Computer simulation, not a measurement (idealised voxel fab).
process module | voxel transistor to metal
Square cell edge 5 nm, section width 170 nm, ID cut.
A cross-section in this document is a grid of square cells, and it is written down as bands, the top band listed before the ones below it; a band is made up of one or more rows of cells.
For a band, the entry starts with two heights in nm, that of the top and then that of the bottom, and carries on with the band's materials in order from left to right, each alongside its width in nm; the word "everywhere" beside a single material means it fills the band edge to edge, and "empty" means empty space.
Heads up on the height convention: 0 is the point under which the incoming wafer is all one material, and the lowest band has no bottom, it just keeps going down, like "z 0 and below".
Per-row width for "30->40": begins at first number (top row of band), ends at second number (bottom row), increment between rows held constant.
Key: "no alteration" - step with no changed cell in the cross-section.
Non-vented voids: empty space of 8 cells or more with no open way to the top, each as width x height at its distance from the left edge, in nm
after a step's settings: what the simulator itself notes on the step
overlay nm: mask offset rightward from planned place, masked step; negative means leftward offset.

HERE'S WHAT THE PLANNED PROCESS STEPS LOOK LIKE
1 RECEIVE (material Si)
2 OXIDIZE (depth nm 5)
3 CONFORMAL_DEP (material SiN; thk nm 15)
4 DIRECTIONAL_DEP (material aC; thk nm 15)
5 PATTERN (tone cover; mask id ACTIVE; material resist; width nm 115; thk nm 30; overlay nm 0)
6 DIRECTIONAL_ETCH (etch materials aC; depth nm 15)
7 STRIP (etch materials resist)
8 DIRECTIONAL_ETCH (etch materials SiN; depth nm 15)
9 DIRECTIONAL_ETCH (etch materials SiO2; depth nm 5)
10 DIRECTIONAL_ETCH (etch materials Si; depth nm 30)
11 STRIP (etch materials aC)
12 OXIDIZE (depth nm 5)
13 FILL_DEP (material SiO2; thk nm 5)
14 CMP (height nm 15)
15 SELECTIVE_ETCH (etch materials SiO2; depth nm 10)
16 STRIP (etch materials SiN)
17 SELECTIVE_ETCH (etch materials SiO2; depth nm 5)
18 OXIDIZE (depth nm 5)
19 DIRECTIONAL_DEP (material polySi; thk nm 30)
20 DIRECTIONAL_DEP (material SiCN; thk nm 10)
21 DIRECTIONAL_DEP (material aC; thk nm 10)
22 PATTERN (tone cover; mask id GATE; material resist; width nm 25; thk nm 30; overlay nm 0)
23 DIRECTIONAL_ETCH (etch materials aC; depth nm 10)
24 STRIP (etch materials resist)
25 DIRECTIONAL_ETCH (etch materials SiCN; depth nm 20)
26 DIRECTIONAL_ETCH (etch materials polySi; depth nm 40)
27 STRIP (etch materials aC)
28 CONFORMAL_DEP (material SiO2; thk nm 5)
29 DIRECTIONAL_ETCH (etch materials SiO2; depth nm 5)
30 CONFORMAL_DEP (material SiN; thk nm 5)
31 DIRECTIONAL_ETCH (etch materials SiN; depth nm 5)
32 DIRECTIONAL_ETCH (etch materials SiO2; depth nm 5)
33 EPI (material nSi; thk nm 5)
34 FILL_DEP (material SiO2; thk nm 5)
35 CMP (height nm 35)
36 DIRECTIONAL_DEP (material SiO2; thk nm 10)
37 DIRECTIONAL_DEP (material aC; thk nm 10)
38 PATTERN (tone open; mask id CONTACT; material resist; width nm 30; pitch nm 65; thk nm 30; overlay nm 0)
39 DIRECTIONAL_ETCH (etch materials aC; depth nm 10)
40 STRIP (etch materials resist)
41 DIRECTIONAL_ETCH (etch materials SiO2; depth nm 50)
42 STRIP (etch materials aC)
43 CONFORMAL_DEP (material TiN; thk nm 5)
44 FILL_DEP (material Ru; thk nm 10)
45 CMP (height nm 45)
46 DIRECTIONAL_DEP (material TiN; thk nm 5)
47 DIRECTIONAL_DEP (material Ru; thk nm 20)
48 MASKED_ETCH (tone cover; mask id METAL_1; width nm 15; pitch nm 80; etch materials Ru; depth nm 20; overlay nm 0)
49 MASKED_ETCH (tone cover; mask id METAL_1; width nm 15; pitch nm 80; etch materials TiN; depth nm 5; overlay nm 0)
50 FILL_DEP (material SiO2; thk nm 10)
51 CMP (height nm 70)
52 CONFORMAL_DEP (material SiCN; thk nm 5)
53 DIRECTIONAL_DEP (material SiO2; thk nm 30)
54 MASKED_ETCH (tone open; mask id METAL_2; width nm 15; pitch nm 80; etch materials SiO2; depth nm 15; overlay nm 0)
55 DIRECTIONAL_DEP (material aC; thk nm 10)
56 PATTERN (tone open; mask id METAL_2_HOLES; material resist; width nm 15; pitch nm 80; thk nm 25; overlay nm 0)
57 DIRECTIONAL_ETCH (etch materials aC; depth nm 10)
58 STRIP (etch materials resist)
59 DIRECTIONAL_ETCH (etch materials SiO2; depth nm 15)
60 DIRECTIONAL_ETCH (etch materials SiCN; depth nm 5)
61 STRIP (etch materials aC)
62 CONFORMAL_DEP (material TiN; thk nm 5)
63 FILL_DEP (material Cu; thk nm 10)
64 CMP (height nm 105)
65 CONFORMAL_DEP (material SiN; thk nm 5)

SHOWN IN CROSS-SECTION IS THE WAFER AS RECEIVED, THAT IS, AS IT STANDS AFTER STEP 1
* z 0 and below | Si everywhere
* Non-vented voids: none

SAME STARTING WAFER, SAME PLAN AS ABOVE, ONE MISTAKE IN THE EXECUTION; THIS IS THE CROSS-SECTION AT THE END OF THE MODULE
* z 110 to 105 | SiN everywhere
* z 105 to 75 | SiO2=35, TiN=5, Cu=5, TiN=5, SiO2=65, TiN=5, Cu=5, TiN=5, SiO2=40
* z 75 to 70 | SiCN=35, TiN=15, SiCN=65, TiN=15, SiCN=40
* z 70 to 50 | SiO2=35, Ru=15, SiO2=65, Ru=15, SiO2=40
* z 50 to 45 | SiO2=35, TiN=15, SiO2=65, TiN=15, SiO2=40
* z 45 to 35 | SiO2=35, TiN=5, Ru=20->15, TiN=5->10, SiO2=35, TiN=5->10, Ru=20->15, TiN=5, SiO2=40
* z 35 to 25 | SiO2=35, TiN=5, Ru=15, TiN=5, SiN=5, SiO2=5, SiCN=25, SiO2=5, SiN=5, TiN=5, Ru=15, TiN=5, SiO2=40
* z 25 to 5 | SiO2=35, TiN=5, Ru=15, TiN=5, SiN=5, SiO2=5, polySi=25, SiO2=5, SiN=5, TiN=5, Ru=15, TiN=5, SiO2=40
* z 5 to 0 | SiO2=35, TiN=5, Ru=15, TiN=5, SiN=5, SiO2=5, polySi=25, SiO2=5, SiN=5, TiN=5, Ru=10, TiN=10, SiO2=40
* z 0 to -5 | SiO2=15, SiN=5, SiO2=15, TiN=25, SiN=5, SiO2=5, polySi=25, SiO2=5, SiN=5, TiN=20, SiN=5, SiO2=40
* z -5 to -10 | SiO2=20, nSi=40, SiO2=45, nSi=20, SiO2=45
* z -10 to -40 | SiO2=20, Si=105, SiO2=45
* z -40 and below | Si everywhere
* Non-vented voids: none
Here's what went sideways: step 5 ran with different settings than intended, the actual operation and settings being PATTERN (tone cover; mask id ACTIVE; material resist; width nm 115; thk nm 30; overlay nm -10)
